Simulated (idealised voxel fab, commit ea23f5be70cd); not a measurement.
The document below concerns the process module designated voxel wiring stack.
185 nm wide, 5 nm square cells: that's cross-section cut.
Cross-section, as written here: a square-cell grid given band by band from the top down, where a band holds one or more rows of cells. Quick guide to a band line: top height, bottom height (nm) up front; then every material left to right with its width in nm. Only one material and it's marked "full width"? Then it fills the band edge to edge. And "air" just means empty space. Heights are expressed relative to 0, this being the level below which the as-received wafer comprises one material exclusively. The lowest band is unbounded in the downward direction and is denoted as in "top 0, no bottom". Read "30 to 40" as a graded width: first number on top, second number at the bottom, same change between each pair of neighbouring rows. Basically "no change" means that step didn't change any cell in the cross-section. "Entrapped void list": empty spaces of 8 cells or more with no open way to the top, each given as width x height at distance, distance from the left edge, all in nm. Anything after a step's settings on that line? It's the simulator's own note about the step. overlay nm: right-of-plan distance of the mask on a masked step; negative values mean left-of-plan.

Process steps - plan:
1 RECEIVE,material Si
2 CONFORMAL_DEP,material SiO2,thk nm 10
3 CONFORMAL_DEP,material SiCN,thk nm 5
4 DIRECTIONAL_DEP,material SiO2,thk nm 20
5 PATTERN,tone open,mask id METAL_1,material resist,width nm 25,pitch nm 40,thk nm 15,overlay nm 0
6 DIRECTIONAL_ETCH,etch materials SiO2,depth nm 20
7 DIRECTIONAL_ETCH,etch materials SiCN,depth nm 5
8 STRIP,etch materials resist
9 CONFORMAL_DEP,material TiN,thk nm 5
10 FILL_DEP,material Cu,thk nm 5
11 CMP,height nm 35
12 CONFORMAL_DEP,material SiCN,thk nm 5
13 DIRECTIONAL_DEP,material SiO2,thk nm 30
14 MASKED_ETCH,tone open,mask id METAL_2_HOLES,width nm 15,pitch nm 80,etch materials SiO2,depth nm 30,overlay nm 0
15 MASKED_ETCH,tone open,mask id METAL_2,width nm 25,pitch nm 40,etch materials SiO2,depth nm 20,overlay nm 0
16 MASKED_ETCH,tone open,mask id METAL_2,width nm 25,pitch nm 40,etch materials SiCN,depth nm 5,overlay nm 0
17 CONFORMAL_DEP,material TiN,thk nm 5
18 FILL_DEP,material Cu,thk nm 10
19 CMP,height nm 70
20 CONFORMAL_DEP,material SiN,thk nm 5

Cross-sectional view of the wafer in its as-received condition, corresponding to the state after step 1:
- top 0, no bottom: Si full width
- Entrapped void list: none

Module complete - cross-section of the first of two wafers, run according to plan:
- top 75, bottom 70: SiN full width
- top 70, bottom 55: 20 SiO2 / 5 TiN / 15 Cu / 5 TiN / 15 SiO2 / 5 TiN / 15 Cu / 5 TiN / 15 SiO2 / 5 TiN / 15 Cu / 5 TiN / 15 SiO2 / 5 TiN / 15 Cu / 5 TiN / 20 SiO2
- top 55, bottom 50: 20 SiO2 / 5 TiN / 5 Cu / 15 TiN / 15 SiO2 / 25 TiN / 15 SiO2 / 5 TiN / 5 Cu / 15 TiN / 15 SiO2 / 25 TiN / 20 SiO2
- top 50, bottom 40: 20 SiO2 / 5 TiN / 5 Cu / 5 TiN / 65 SiO2 / 5 TiN / 5 Cu / 5 TiN / 70 SiO2
- top 40, bottom 35: 20 SiCN / 15 TiN / 65 SiCN / 15 TiN / 70 SiCN
- top 35, bottom 15: 20 SiO2 / 5 TiN / 15 Cu / 5 TiN / 15 SiO2 / 5 TiN / 15 Cu / 5 TiN / 15 SiO2 / 5 TiN / 15 Cu / 5 TiN / 15 SiO2 / 5 TiN / 15 Cu / 5 TiN / 20 SiO2
- top 15, bottom 10: 20 SiCN / 25 TiN / 15 SiCN / 25 TiN / 15 SiCN / 25 TiN / 15 SiCN / 25 TiN / 20 SiCN
- top 10, bottom 0: SiO2 full width
- top 0, no bottom: Si full width
- Entrapped void list: none

Wafer two, sectioned after the module: the first wafer's start, the first wafer's plan, and one mistake in how it was run:
- top 70, bottom 65: SiN full width
- top 65, bottom 55: 20 SiO2 / 5 TiN / 15 Cu / 5 TiN / 15 SiO2 / 5 TiN / 15 Cu / 5 TiN / 15 SiO2 / 5 TiN / 15 Cu / 5 TiN / 15 SiO2 / 5 TiN / 15 Cu / 5 TiN / 20 SiO2
- top 55, bottom 50: 20 SiO2 / 5 TiN / 5 Cu / 15 TiN / 15 SiO2 / 25 TiN / 15 SiO2 / 5 TiN / 5 Cu / 15 TiN / 15 SiO2 / 25 TiN / 20 SiO2
- top 50, bottom 40: 20 SiO2 / 5 TiN / 5 Cu / 5 TiN / 65 SiO2 / 5 TiN / 5 Cu / 5 TiN / 70 SiO2
- top 40, bottom 35: 20 SiCN / 15 TiN / 65 SiCN / 15 TiN / 70 SiCN
- top 35, bottom 15: 20 SiO2 / 5 TiN / 15 Cu / 5 TiN / 15 SiO2 / 5 TiN / 15 Cu / 5 TiN / 15 SiO2 / 5 TiN / 15 Cu / 5 TiN / 15 SiO2 / 5 TiN / 15 Cu / 5 TiN / 20 SiO2
- top 15, bottom 10: 20 SiCN / 25 TiN / 15 SiCN / 25 TiN / 15 SiCN / 25 TiN / 15 SiCN / 25 TiN / 20 SiCN
- top 10, bottom 0: SiO2 full width
- top 0, no bottom: Si full width
- Entrapped void list: none
What went wrong in running the wafer? step 19 ran as: CMP,height nm 65
At the finish, the second wafer shows more or fewer cells for some materials than the first does: 12 fewer of Cu; 17 fewer of SiO2; 8 fewer of TiN
